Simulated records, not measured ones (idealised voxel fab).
Documented hereafter: the process module known as voxel gate over fins.
Square cell edge 5 nm, section width 175 nm, ID cut.
Cross-section spec: square-cell grid; bands listed top down; each band is one or more rows.
What a band's entry tells you: where the top is and where the bottom is, as heights in nm, and after that what lies inside, material by material from left to right, each with its width in nm. Empty space is written as the word "blank", and a single material marked with the word "all across" occupies the band from edge to edge.
Heads up on the height convention: 0 is the point under which the incoming wafer is all one material, and the lowest band has no bottom, it just keeps going down, like "z 0 and below".
Quick explanation for "30->40": the width changes in equal steps down the rows of cells, from the first number in the band's top row to the second number in its bottom row.
Key: "stayed the same" - step with no changed cell in the cross-section.
What "Sealed-off cavities" gives you is every empty space of 8 cells or more that is cut off from the top. Each appears as width x height at distance, with the distance taken from the left edge and width, height and distance all in nm.
Step line, after settings: the simulator's comment on this step.
"overlay nm" on a masked step: distance the mask lay right of its planned place, negative for left.
The following list gives the planned process steps:
1) RECEIVE,material Si
2) CONFORMAL_DEP,material SiN,thk nm 10
3) MASKED_ETCH,tone cover,mask id FINS,width nm 15,pitch nm 35,etch materials SiN,depth nm 10,overlay nm 0
4) MASKED_ETCH,tone cover,mask id FINS,width nm 15,pitch nm 35,etch materials Si,depth nm 35,overlay nm 0
5) OXIDIZE,depth nm 5
6) FILL_DEP,material SiO2,thk nm 15
7) CMP,height nm 10
8) SELECTIVE_ETCH,etch materials SiO2,depth nm 20
9) STRIP,etch materials SiN
10) CONFORMAL_DEP,material HfO2,thk nm 5
11) CONFORMAL_DEP,material TiN,thk nm 5
12) FILL_DEP,material W,thk nm 10
13) CMP,height nm 15
14) CONFORMAL_DEP,material SiN,thk nm 5
The wafers in this document start out alike and differ in the thk nm applied at step 14; the plan shows the value used for the first wafer.
First of several wafers (as received, post step 1), cross-sectional view:
z 0 and below: Si all across
Sealed-off cavities: none
The table below has one row for each wafer; a row shows, as of the end of the module, how many cells of each material the wafer has gained, marked (+), or lost, marked (-), since it was received, and then the wafer's closed voids:
thk nm 5 | +51 HfO2 | -248 Si | +35 SiN | +186 SiO2 | +51 TiN | +65 W | Sealed-off cavities: none
thk nm 10 | +51 HfO2 | -248 Si | +70 SiN | +186 SiO2 | +51 TiN | +65 W | Sealed-off cavities: none
thk nm 15 | +51 HfO2 | -248 Si | +105 SiN | +186 SiO2 | +51 TiN | +65 W | Sealed-off cavities: none
thk nm 20 | +51 HfO2 | -248 Si | +140 SiN | +186 SiO2 | +51 TiN | +65 W | Sealed-off cavities: none
thk nm 25 | +51 HfO2 | -248 Si | +175 SiN | +186 SiO2 | +51 TiN | +65 W | Sealed-off cavities: none
